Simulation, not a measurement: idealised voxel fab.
process module | voxel transistor to metal
cross-section cut | 145 nm wide | cells 5 nm
A cross-section is a grid of square cells, given in bands from the top down. A band is one or more rows of cells.
Each band's line starts with the height of the band's top and of its bottom, in nm. Then come its materials from left to right, each with its width in nm. One material with "throughout" fills the band from edge to edge. "air" is empty space.
Height 0 is the level under which the wafer as received is all one material. The lowest band goes on downwards, as in "0 down".
A width such as "30 to 40" changes by the same amount from each row of cells to the next, from the band's top row to its bottom row.
"no change" after a step means that no cell of the cross-section changed.
closed voids: empty space of 8 cells or more with no open way to the top, each as width x height at its distance from the left edge, in nm
after a step's settings: what the simulator itself notes on the step
overlay nm, on a step with a mask: how far to the right of its planned place the mask lay; to the left if negative
plan
1 op RECEIVE | material Si
2 op OXIDIZE | depth nm 5
3 op CONFORMAL_DEP | material SiN | thk nm 10
4 op PATTERN | tone cover | mask id ACTIVE | material resist | width nm 85 | thk nm 15 | overlay nm 0
5 op DIRECTIONAL_ETCH | etch materials SiN | depth nm 10
6 op DIRECTIONAL_ETCH | etch materials SiO2 | depth nm 5
7 op DIRECTIONAL_ETCH | etch materials Si | depth nm 25
8 op STRIP | etch materials resist
9 op FILL_DEP | material SiO2 | thk nm 5
10 op CMP | height nm 10
11 op SELECTIVE_ETCH | etch materials SiO2 | depth nm 5
12 op STRIP | etch materials SiN
13 op SELECTIVE_ETCH | etch materials SiO2 | depth nm 5
14 op OXIDIZE | depth nm 5
15 op DIRECTIONAL_DEP | material polySi | thk nm 25
16 op DIRECTIONAL_DEP | material SiCN | thk nm 15
17 op MASKED_ETCH | tone cover | mask id GATE | width nm 15 | etch materials SiCN | depth nm 25 | overlay nm 0
18 op MASKED_ETCH | tone cover | mask id GATE | width nm 15 | etch materials polySi | depth nm 35 | overlay nm 0
19 op CONFORMAL_DEP | material SiO2 | thk nm 5
20 op DIRECTIONAL_ETCH | etch materials SiO2 | depth nm 5
21 op CONFORMAL_DEP | material SiN | thk nm 10
22 op DIRECTIONAL_ETCH | etch materials SiN | depth nm 10
23 op DIRECTIONAL_ETCH | etch materials SiO2 | depth nm 5
24 op DIRECTIONAL_ETCH | etch materials Si | depth nm 5
25 op EPI | material SiGe | thk nm 5
26 op FILL_DEP | material SiO2 | thk nm 10
27 op CMP | height nm 35
28 op DIRECTIONAL_DEP | material SiO2 | thk nm 15
29 op PATTERN | tone open | mask id CONTACT | material resist | width nm 25 | pitch nm 50 | thk nm 15 | overlay nm 0
30 op DIRECTIONAL_ETCH | etch materials SiO2 | depth nm 55
31 op STRIP | etch materials resist
32 op CONFORMAL_DEP | material TiN | thk nm 5
33 op FILL_DEP | material W | thk nm 5
34 op CMP | height nm 50
35 op DIRECTIONAL_DEP | material TiN | thk nm 5
36 op DIRECTIONAL_DEP | material W | thk nm 25
37 op MASKED_ETCH | tone cover | mask id METAL_1 | width nm 15 | pitch nm 60 | etch materials W | depth nm 25 | overlay nm 0
38 op MASKED_ETCH | tone cover | mask id METAL_1 | width nm 15 | pitch nm 60 | etch materials TiN | depth nm 5 | overlay nm 0
39 op CONFORMAL_DEP | material SiCN | thk nm 5
40 op FILL_DEP | material SiO2 | thk nm 10
41 op CMP | height nm 80
42 op CONFORMAL_DEP | material SiCN | thk nm 5
as received, after step 1
  0 down: Si throughout
  closed voids: none
a wafer at the end: this start, this plan, one mistake
  85 to 80: SiCN throughout
  80 to 55: SiO2 30 | SiCN 5 | W 15 | SiCN 5 | SiO2 35 | SiCN 5 | W 15 | SiCN 5 | SiO2 30
  55 to 50: SiCN 35 | TiN 15 | SiCN 45 | TiN 15 | SiCN 35
  50 to 40: SiO2 35 | TiN 5 | W 15 | TiN 5 | SiO2 25 | TiN 5 | W 15 | TiN 5 | SiO2 35
  40 to 35: SiO2 35 | TiN 5 | W 5 | TiN 15 | SiO2 25 | TiN 15 | W 5 | TiN 5 | SiO2 35
  35 to 20: SiO2 35 | TiN 5 | W 5 | TiN 5 | SiN 10 | SiO2 5 | SiCN 15 | SiO2 5 | SiN 10 | TiN 5 | W 5 | TiN 5 | SiO2 35
  20 to 10: SiO2 35 | TiN 5 | W 5 | TiN 5 | SiN 10 | SiO2 5 | polySi 15 | SiO2 5 | SiN 10 | TiN 5 | W 5 | TiN 5 | SiO2 35
  10 to 5: SiO2 35 | TiN 15 | SiN 10 | SiO2 5 | polySi 15 | SiO2 5 | SiN 10 | TiN 15 | SiO2 35
  5 to 0: SiN 40 | TiN 10 | SiN 10 | SiO2 5 | polySi 15 | SiO2 5 | SiN 10 | TiN 10 | SiN 40
  0 to -5: SiO2 30 | SiN 30 | SiO2 5 | polySi 15 | SiO2 5 | SiN 30 | SiO2 30
  -5 to -10: SiO2 throughout
  -10 to -30: SiO2 30 | Si 85 | SiO2 30
  -30 down: Si throughout
  closed voids: none
what went wrong: step 22 ran as: op DIRECTIONAL_ETCH | etch materials SiN | depth nm 5
